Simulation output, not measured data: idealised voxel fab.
Title: Process Module voxel gate over fins
Section shown: cut. Width: 290 nm. Cell size: 5 nm, square.
Throughout this document, each cross-section is represented as a grid of square cells and is presented as a sequence of bands enumerated from the top downward, where a band comprises one or more rows of cells.
Top, bottom (nm), then materials left to right with widths (nm); lone material tagged "edge to edge" fills the whole band edge to edge; "empty" = empty space.
The level at which height equals 0 is the one under which the wafer, as it arrives, is entirely one material. No lower edge exists for the bottom band, which continues downward and is notated as in "z 0 and below".
When a width is written as two numbers, as in "30->40", the first number is the width in the top row of cells of the band and the second is the width in its bottom row, and the width changes by the same amount from each row to the next.
Any step labelled "nothing different" changed none of the cells in the cross-section.
Each empty space that has no open way to the top and spans at least 8 cells appears under "Closed internal cavities" as width x height at distance, the distance counted from the left edge, all in nm.
It should be noted that, on the line of a given step, the content following the step's settings is a remark produced by the simulator itself with respect to that step.
overlay nm: mask right of planned place by this much (step with mask). Neg. = left.
# Listed below are the process steps as planned
1 RECEIVE | material Si
2 CONFORMAL_DEP | material SiN | thk nm 5
3 MASKED_ETCH | tone cover | mask id FINS | width nm 15 | pitch nm 40 | etch materials SiN | depth nm 5 | overlay nm 0
4 MASKED_ETCH | tone cover | mask id FINS | width nm 15 | pitch nm 40 | etch materials Si | depth nm 30 | overlay nm 0
5 FILL_DEP | material SiO2 | thk nm 10
6 CMP | height nm 5
7 SELECTIVE_ETCH | etch materials SiO2 | depth nm 15
8 STRIP | etch materials SiN
9 CONFORMAL_DEP | material HfO2 | thk nm 5
10 CONFORMAL_DEP | material TiN | thk nm 5
11 CONFORMAL_DEP | material TiAl | thk nm 5
12 CONFORMAL_DEP | material TiN | thk nm 5
13 FILL_DEP | material W | thk nm 10
14 CMP | height nm 25
15 CONFORMAL_DEP | material SiCN | thk nm 10
# Incoming wafer, cross-sectional view, post step 1
  z 0 and below  Si edge to edge
  Closed internal cavities: none
# Starting wafer: above. Plan: above. Run: one mistake. Cross-section after the module: below
  z 35 to 25  SiCN edge to edge
  z 25 to 20  W edge to edge
  z 20 to 15  W 95 nm | TiN 95 nm | W 100 nm
  z 15 to 10  W 95 nm | TiN 5 nm | TiAl 85 nm | TiN 5 nm | W 100 nm
  z 10 to 5  TiN 100 nm | TiAl 5 nm | TiN 35 nm | TiAl 5 nm | TiN 35 nm | TiAl 5 nm | TiN 105 nm
  z 5 to 0  TiAl 105 nm | TiN 5 nm | HfO2 25 nm | TiN 5 nm | TiAl 5 nm | TiN 5 nm | HfO2 25 nm | TiN 5 nm | TiAl 110 nm
  z 0 to -5  TiN 110 nm | HfO2 5 nm | Si 15 nm | HfO2 5 nm | TiN 15 nm | HfO2 5 nm | Si 15 nm | HfO2 5 nm | TiN 115 nm
  z -5 to -10  HfO2 115 nm | Si 15 nm | HfO2 25 nm | Si 15 nm | HfO2 120 nm
  z -10 to -60  SiO2 115 nm | Si 15 nm | SiO2 25 nm | Si 15 nm | SiO2 120 nm
  z -60 and below  Si edge to edge
  Closed internal cavities: none
In executing the process, a mistake was made relative to the plan: step 4, plan: ran twice
